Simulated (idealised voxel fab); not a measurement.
Process module in this document: voxel released beams
In the cross-section labelled cut, the width is 200 nm and each square cell is 5 nm.
A cross-section is written here as square cells arranged in a grid, and it is given in bands from the top down, each band taking up one or more rows of cells.
What a band's entry tells you: where the top is and where the bottom is, as heights in nm, and after that what lies inside, material by material from left to right, each with its width in nm. Empty space is written as the word "blank", and a single material marked with the word "full width" occupies the band from edge to edge.
Measure heights from 0. That's the level where, below it, the as-received wafer is all one material. The lowest band is bottomless and extends downward; write it as in "top 0, no bottom".
The expression "30 to 40" gives the width at the extremes of the band, the first number at its top row of cells and the second at its bottom row, with the width changing by equal amounts from each row to the next in between.
Take "remained the same" at face value: in the step it is given for, the cross-section changed in none of its cells.
Entry "Fully sealed cavities" = empty spaces >= 8 cells with no open way to the top; each as width x height at distance, distance from left edge, all nm.
On each step's line, the part that comes after the settings is the simulator's own comment on the step.
"overlay nm" denotes, for a step that has a mask, the displacement of the mask to the right of its planned place, with negative values corresponding to the left.
These are the steps we planned for the process:
step 1: RECEIVE,material Si
step 2: CONFORMAL_DEP,material SiN,thk nm 5
step 3: DIRECTIONAL_DEP,material SiO2,thk nm 20
step 4: PATTERN,tone open,mask id ANCHOR,material resist,width nm 35,thk nm 15,overlay nm 0
step 5: DIRECTIONAL_ETCH,etch materials SiO2,depth nm 20
step 6: STRIP,etch materials resist
step 7: CONFORMAL_DEP,material polySi,thk nm 15
step 8: DIRECTIONAL_DEP,material aC,thk nm 15
step 9: PATTERN,tone cover,mask id BEAM,material resist,width nm 110,thk nm 30,overlay nm 0
step 10: DIRECTIONAL_ETCH,etch materials aC,depth nm 15
step 11: STRIP,etch materials resist
step 12: DIRECTIONAL_ETCH,etch materials polySi,depth nm 15
step 13: STRIP,etch materials aC
step 14: STRIP,etch materials SiO2
As received (post step 1): cross-section:
- top 0, no bottom = Si full width
- Fully sealed cavities: none
Cross-section, end of module. Start: as above. Plan: as above. Execution: one mistake:
- top 40, bottom 25 = 40 nm blank; 55 nm polySi; 105 nm blank
- top 25, bottom 20 = 30 nm blank; 15 nm polySi; 35 nm SiO2; 15 nm polySi; 105 nm blank
- top 20, bottom 5 = 30 nm blank; 15 nm polySi; 35 nm SiO2; 70 nm polySi; 50 nm blank
- top 5, bottom 0 = SiN full width
- top 0, no bottom = Si full width
- Fully sealed cavities: none
The mistake made against the process plan was this: step 4 did not happen as planned, as run it was PATTERN,tone cover,mask id ANCHOR,material resist,width nm 35,thk nm 15,overlay nm 0
